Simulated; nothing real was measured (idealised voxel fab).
Name of the process module below: voxel gate over fins
Section cut is 220 nm wide and gridded with 5 nm square cells.
A cross-section is a grid of square cells, given in bands from the top down. A band is one or more rows of cells.
Per band: top height and bottom height in nm, followed by the left-to-right materials and their widths in nm; "full width" marks a single material spanning edge to edge, "air" marks empty space.
Measure heights from 0. That's the level where, below it, the as-received wafer is all one material. The lowest band is bottomless and extends downward; write it as in "top 0, no bottom".
When a width is written as two numbers, as in "30->40", the first number is the width in the top row of cells of the band and the second is the width in its bottom row, and the width changes by the same amount from each row to the next.
"same as before" means the step left every cell of the cross-section as it was.
Closed empty spaces (no open way to the top) of 8 cells or more are what "Fully enclosed voids" lists, each as width x height at distance from the left edge, nm for all three.
On each step's line, the part that comes after the settings is the simulator's own comment on the step.
For masked steps, "overlay nm" on the step line gives how far right of plan the mask actually lay; a minus sign means it lay to the left.
### Listed below are the process steps as planned
- 1: op RECEIVE | material Si
- 2: op CONFORMAL_DEP | material SiN | thk nm 5
- 3: op DIRECTIONAL_DEP | material aC | thk nm 10
- 4: op PATTERN | tone cover | mask id FINS | material resist | width nm 15 | pitch nm 40 | thk nm 25 | overlay nm 0
- 5: op DIRECTIONAL_ETCH | etch materials aC | depth nm 10
- 6: op STRIP | etch materials resist
- 7: op DIRECTIONAL_ETCH | etch materials SiN | depth nm 5
- 8: op DIRECTIONAL_ETCH | etch materials Si | depth nm 30
- 9: op STRIP | etch materials aC
- 10: op FILL_DEP | material SiO2 | thk nm 10
- 11: op CMP | height nm 5
- 12: op SELECTIVE_ETCH | etch materials SiO2 | depth nm 20
- 13: op STRIP | etch materials SiN
- 14: op CONFORMAL_DEP | material HfO2 | thk nm 5
- 15: op CONFORMAL_DEP | material TiN | thk nm 5
- 16: op FILL_DEP | material W | thk nm 15
- 17: op CMP | height nm 20
- 18: op CONFORMAL_DEP | material SiN | thk nm 5
### The cross-section here shows the wafer as received, i.e. in its state after step 1
* top 0, no bottom = Si full width
* Fully enclosed voids: none
### Cross-section, end of module. Start: as above. Plan: as above. Execution: one mistake
* top 25, bottom 20 = SiN full width
* top 20, bottom 5 = W full width
* top 5, bottom 0 = W 75 nm, TiN 25 nm, W 15 nm, TiN 25 nm, W 80 nm
* top 0, bottom -10 = W 75 nm, TiN 5 nm, Si 15 nm, TiN 5 nm, W 15 nm, TiN 5 nm, Si 15 nm, TiN 5 nm, W 80 nm
* top -10, bottom -15 = TiN 80 nm, Si 15 nm, TiN 25 nm, Si 15 nm, TiN 85 nm
* top -15, bottom -30 = SiO2 80 nm, Si 15 nm, SiO2 25 nm, Si 15 nm, SiO2 85 nm
* top -30, no bottom = Si full width
* Fully enclosed voids: none
Where did the run depart from the plan? step 14 of the plan did not run at all; it was left out
